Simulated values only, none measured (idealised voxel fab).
The document below concerns the process module designated voxel ribs on slabs.
Section shown: cut. Width: 215 nm. Cell size: 5 nm, square.
Heads up, the way a cross-section reads in here is a grid of square cells, handed over as bands from the top down, with every band being one or more rows of cells.
The entry gives the band's vertical extent as a top height and a bottom height in nm, then its horizontal make-up as materials from left to right, each with a width in nm. "blank" stands for empty space; a single material marked "all across" fills the band edge to edge.
Counting heights begins at 0, where everything beneath is, in the wafer as received, one material. The lowest band has no bottom; it goes on downwards, as "0 -> down" shows.
So if you see something like "30..40" for the width, read it as the top row of the band sitting at the first number and the bottom row at the second, with every row in between moving by the same amount as the last.
Where a step carries "nothing got changed", the cross-section came out of it unchanged, cell for cell.
The entry "Closed void entries" lists the empty spaces that cover at least 8 cells and have no open path to the top. Each is written as width x height at distance, where the distance is measured from the left edge and all three values are in nm.
Past the settings on a step's line: simulator remark, on that step.
"overlay nm" on a masked step: distance the mask lay right of its planned place, negative for left.
**Here's what the planned process steps look like**
1) RECEIVE | material Si
2) DIRECTIONAL_DEP | material SiO2 | thk nm 25
3) DIRECTIONAL_DEP | material SiN | thk nm 15
4) PATTERN | tone cover | mask id RIB | material resist | width nm 25 | thk nm 15 | overlay nm 0
5) DIRECTIONAL_ETCH | etch materials SiN | depth nm 5
6) STRIP | etch materials resist
7) PATTERN | tone cover | mask id SLAB | material resist | width nm 55 | thk nm 15 | overlay nm 0
8) DIRECTIONAL_ETCH | etch materials SiN | depth nm 10
9) STRIP | etch materials resist
10) FILL_DEP | material SiO2 | thk nm 25
11) CMP | height nm 60
12) DIRECTIONAL_DEP | material TiN | thk nm 10
13) DIRECTIONAL_DEP | material aC | thk nm 15
14) PATTERN | tone cover | mask id HEATER | material resist | width nm 35 | thk nm 35 | overlay nm 0
15) DIRECTIONAL_ETCH | etch materials aC | depth nm 15
16) STRIP | etch materials resist
17) DIRECTIONAL_ETCH | etch materials TiN | depth nm 10
18) STRIP | etch materials aC
19) CONFORMAL_DEP | material SiO2 | thk nm 10
**Wafer as received: cross-section following step 1**
* 0 -> down | Si all across
* Closed void entries: none
**This is how the wafer looks in cross-section once the module is done, given the starting state and plan above and one mistake in carrying the plan out**
* 80 -> 75 | 80 blank  55 SiO2  80 blank
* 75 -> 70 | SiO2 all across
* 70 -> 65 | 90 SiO2  35 TiN  90 SiO2
* 65 -> 60 | TiN all across
* 60 -> 40 | SiO2 all across
* 40 -> 35 | 95 SiO2  25 SiN  95 SiO2
* 35 -> 25 | 80 SiO2  55 SiN  80 SiO2
* 25 -> 0 | SiO2 all across
* 0 -> down | Si all across
* Closed void entries: none
what went wrong: step 17 ran differently from the plan; actual operation with settings: DIRECTIONAL_ETCH | etch materials TiN | depth nm 5
